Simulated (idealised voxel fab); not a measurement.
Name of the process module below: voxel gate over fins
Shown is cross-section cut, with a width of 250 nm and square cells of size 5 nm.
A cross-section in this document is a grid of square cells, and it is written down as bands, the top band listed before the ones below it; a band is made up of one or more rows of cells. Each band's line starts with the height of the band's top and of its bottom, in nm. Then come its materials from left to right, each with its width in nm. One material with "all across" fills the band from edge to edge. "empty" is empty space. Note: height 0 marks the level under which the wafer is uniformly one material as received. Lowest band unbounded below, written "0 -> down". Width "30->40": first value at the band's top row of cells, second value at its bottom row, equal change from row to row. Basically "nothing altered" means that step didn't change any cell in the cross-section. Closed-off voids of 8+ cells (no open route to the top) go in "Closed empty spaces", written width x height at distance from the left edge, in nm. Heads up: the bit after the settings on a step's line is the simulator's remark on that step. Each step line may optionally specify "overlay nm", which for a step with a mask gives the rightward distance between the mask's planned place and where it lay, a negative value indicating the leftward direction.

## Planned step list for the process
1,RECEIVE (material Si)
2,CONFORMAL_DEP (material SiN; thk nm 5)
3,MASKED_ETCH (tone cover; mask id FINS; width nm 15; pitch nm 35; etch materials SiN; depth nm 5; overlay nm 0)
4,MASKED_ETCH (tone cover; mask id FINS; width nm 15; pitch nm 35; etch materials Si; depth nm 40; overlay nm 0)
5,FILL_DEP (material SiO2; thk nm 10)
6,CMP (height nm 5)
7,SELECTIVE_ETCH (etch materials SiO2; depth nm 15)
8,STRIP (etch materials SiN)
9,CONFORMAL_DEP (material HfO2; thk nm 5)
10,CONFORMAL_DEP (material TiN; thk nm 5)
11,FILL_DEP (material W; thk nm 10)
12,CMP (height nm 15)
13,CONFORMAL_DEP (material SiCN; thk nm 10)

## Cross-section of the wafer at receipt, which is the condition after step 1
0 -> down: Si all across
Closed empty spaces: none

## End state of the module in cross-section, given the above starting point and plan and one mistake in execution
25 -> 15: SiCN all across
15 -> 5: W all across
5 -> 0: 90 nm W, then 70 nm TiN, then 90 nm W
0 -> -5: 90 nm W, then 5 nm TiN, then 25 nm HfO2, then 10 nm TiN, then 25 nm HfO2, then 5 nm TiN, then 90 nm W
-5 -> -10: 90 nm W, then 5 nm TiN, then 5 nm HfO2, then 15 nm Si, then 5 nm HfO2, then 10 nm TiN, then 5 nm HfO2, then 15 nm Si, then 5 nm HfO2, then 5 nm TiN, then 90 nm W
-10 -> -15: 95 nm TiN, then 5 nm HfO2, then 15 nm Si, then 5 nm HfO2, then 10 nm TiN, then 5 nm HfO2, then 15 nm Si, then 5 nm HfO2, then 95 nm TiN
-15 -> -20: 100 nm HfO2, then 15 nm Si, then 20 nm HfO2, then 15 nm Si, then 100 nm HfO2
-20 -> -40: 100 nm SiO2, then 15 nm Si, then 20 nm SiO2, then 15 nm Si, then 100 nm SiO2
-40 -> down: Si all across
Closed empty spaces: none
Nonconformance to the process plan: off-plan run, step 6, actual operation and settings CMP (height nm -5)
